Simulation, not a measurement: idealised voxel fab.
process module | voxel spacer lines
cross-section cut | 150 nm wide | cells 5 nm
A cross-section is a grid of square cells, given in bands from the top down. A band is one or more rows of cells.
Each band's line starts with the height of the band's top and of its bottom, in nm. Then come its materials from left to right, each with its width in nm. One material with "throughout" fills the band from edge to edge. "air" is empty space.
Height 0 is the level under which the wafer as received is all one material. The lowest band goes on downwards, as in "0 down".
A width such as "30 to 40" changes by the same amount from each row of cells to the next, from the band's top row to its bottom row.
"no change" after a step means that no cell of the cross-section changed.
closed voids: empty space of 8 cells or more with no open way to the top, each as width x height at its distance from the left edge, in nm
after a step's settings: what the simulator itself notes on the step
overlay nm, on a step with a mask: how far to the right of its planned place the mask lay; to the left if negative
plan
1 op RECEIVE | material Si
2 op CONFORMAL_DEP | material Al2O3 | thk nm 10
3 op DIRECTIONAL_DEP | material SiN | thk nm 10
4 op DIRECTIONAL_DEP | material polySi | thk nm 25
5 op PATTERN | tone cover | mask id MANDREL | material resist | width nm 15 | pitch nm 60 | thk nm 30 | overlay nm 0
6 op DIRECTIONAL_ETCH | etch materials polySi | depth nm 25
7 op STRIP | etch materials resist
8 op CONFORMAL_DEP | material SiO2 | thk nm 15
9 op DIRECTIONAL_ETCH | etch materials SiO2 | depth nm 15
10 op STRIP | etch materials polySi
11 op DIRECTIONAL_ETCH | etch materials SiN | depth nm 10
12 op STRIP | etch materials SiO2
13 op FILL_DEP | material SiO2 | thk nm 10
14 op CMP | height nm 20
first wafer, as planned
as received, after step 1
  0 down: Si throughout
  closed voids: none
after step 2
  10 to 0: Al2O3 throughout
  below 0: unchanged
after step 3
  20 to 10: SiN throughout
  below 10: unchanged
after step 4
  45 to 20: polySi throughout
  below 20: unchanged
after step 5
  75 to 45: air 35 | resist 15 | air 45 | resist 15 | air 40
  below 45: unchanged
after step 6
  75 to 45: air 35 | resist 15 | air 45 | resist 15 | air 40
  45 to 20: air 35 | polySi 15 | air 45 | polySi 15 | air 40
  below 20: unchanged
after step 7
  45 to 20: air 35 | polySi 15 | air 45 | polySi 15 | air 40
  below 20: unchanged
after step 8
  60 to 45: air 20 | SiO2 45 | air 15 | SiO2 45 | air 25
  45 to 35: air 20 | SiO2 15 | polySi 15 | SiO2 15 | air 15 | SiO2 15 | polySi 15 | SiO2 15 | air 25
  35 to 20: SiO2 35 | polySi 15 | SiO2 45 | polySi 15 | SiO2 40
  below 20: unchanged
after step 9
  45 to 20: air 20 | SiO2 15 | polySi 15 | SiO2 15 | air 15 | SiO2 15 | polySi 15 | SiO2 15 | air 25
  below 20: unchanged
after step 10
  45 to 20: air 20 | SiO2 15 | air 15 | SiO2 15 | air 15 | SiO2 15 | air 15 | SiO2 15 | air 25
  below 20: unchanged
after step 11
  45 to 20: air 20 | SiO2 15 | air 15 | SiO2 15 | air 15 | SiO2 15 | air 15 | SiO2 15 | air 25
  20 to 10: air 20 | SiN 15 | air 15 | SiN 15 | air 15 | SiN 15 | air 15 | SiN 15 | air 25
  below 10: unchanged
after step 12
  20 to 10: air 20 | SiN 15 | air 15 | SiN 15 | air 15 | SiN 15 | air 15 | SiN 15 | air 25
  below 10: unchanged
after step 13
  30 to 20: SiO2 throughout
  20 to 10: SiO2 20 | SiN 15 | SiO2 15 | SiN 15 | SiO2 15 | SiN 15 | SiO2 15 | SiN 15 | SiO2 25
  below 10: unchanged
after step 14
  20 to 10: SiO2 20 | SiN 15 | SiO2 15 | SiN 15 | SiO2 15 | SiN 15 | SiO2 15 | SiN 15 | SiO2 25
  below 10: unchanged
second wafer: like start, like plan, one mistake. Through step 2 it matches the first wafer
when step 3 should have ended
  35 to 10: polySi throughout
  below 10: unchanged
when step 4 should have ended
  45 to 35: SiN throughout
  below 35: unchanged
when step 5 should have ended
  75 to 45: air 35 | resist 15 | air 45 | resist 15 | air 40
  below 45: unchanged
when step 6 should have ended: no change
when step 7 should have ended
  45 to 35: SiN throughout
  below 35: unchanged
when step 8 should have ended
  60 to 45: SiO2 throughout
  below 45: unchanged
when step 9 should have ended
  45 to 35: SiN throughout
  below 35: unchanged
when step 10 should have ended: no change
when step 11 should have ended
  35 to 10: polySi throughout
  below 10: unchanged
when step 12 should have ended: no change
when step 13 should have ended
  45 to 35: SiO2 throughout
  below 35: unchanged
when step 14 should have ended
  20 to 10: polySi throughout
  below 10: unchanged
what went wrong: steps 3 and 4 were swapped
at the end the second wafer has, in cells: 24 fewer of SiN | 36 fewer of SiO2 | 60 more of polySi
